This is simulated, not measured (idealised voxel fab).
Documented hereafter: the process module known as voxel self aligned contacts.
This is section cut - it's 205 nm across, gridded in 5 nm square cells.
Each cross-section below is a grid of square cells, stated as bands in top-down order, with one or more rows of cells making up each band.
Top height, bottom height, nm. Materials left to right, width each, nm. Single material + "edge to edge" = fills band edge to edge. "blank" = empty.
Ref level 0: as-received wafer is one material below here. Bottom band extends down with no lower bound ("from 0 down").
With a width like "30->40", each row of cells in the band differs from the next by the same amount, the top row carrying the first number and the bottom row the second.
"nothing altered" -> step changed no cross-section cell.
"Fully sealed cavities" means: voids of 8 cells or more that are shut off from the top with no open way through. Written width x height at distance, distance from the left edge, in nm.
That trailing text on a step's line, after the settings, is the simulator's own remark on the step.
"overlay nm" answers the question of how far to the right of plan the mask lay on a step that has a mask, and when it is negative the answer is to the left.

# Process steps (planned)
1. RECEIVE (material Si)
2. CONFORMAL_DEP (material SiO2; thk nm 5)
3. DIRECTIONAL_DEP (material polySi; thk nm 20)
4. DIRECTIONAL_DEP (material SiN; thk nm 20)
5. MASKED_ETCH (tone cover; mask id GATE; width nm 25; pitch nm 50; etch materials SiN; depth nm 20; overlay nm 0)
6. MASKED_ETCH (tone cover; mask id GATE; width nm 25; pitch nm 50; etch materials polySi; depth nm 20; overlay nm 0)
7. CONFORMAL_DEP (material SiN; thk nm 5)
8. DIRECTIONAL_ETCH (etch materials SiN; depth nm 5)
9. FILL_DEP (material SiO2; thk nm 15)
10. CMP (height nm 50)
11. PATTERN (tone open; mask id CONTACT; material resist; width nm 35; pitch nm 50; thk nm 15; overlay nm 0)
12. DIRECTIONAL_ETCH (etch materials SiO2; depth nm 50)
13. STRIP (etch materials resist)
14. CONFORMAL_DEP (material TiN; thk nm 5)
15. FILL_DEP (material W; thk nm 10)
16. CMP (height nm 50)
17. CONFORMAL_DEP (material SiCN; thk nm 5)

# as received, after step 1
  from 0 down = Si edge to edge
  Fully sealed cavities: none

# The plan above was carried out on the starting structure above with one mistake, and this cross-section shows the wafer at the end of the module
  from 55 to 50 = SiCN edge to edge
  from 50 to 25 = SiN edge to edge
  from 25 to 5 = 40 of SiN; 25 of polySi; 25 of SiN; 25 of polySi; 25 of SiN; 25 of polySi; 40 of SiN
  from 5 to 0 = SiO2 edge to edge
  from 0 down = Si edge to edge
  Fully sealed cavities: none
what went wrong: in deviation from the planned setting, step 9 was conducted as FILL_DEP (material SiN; thk nm 15)
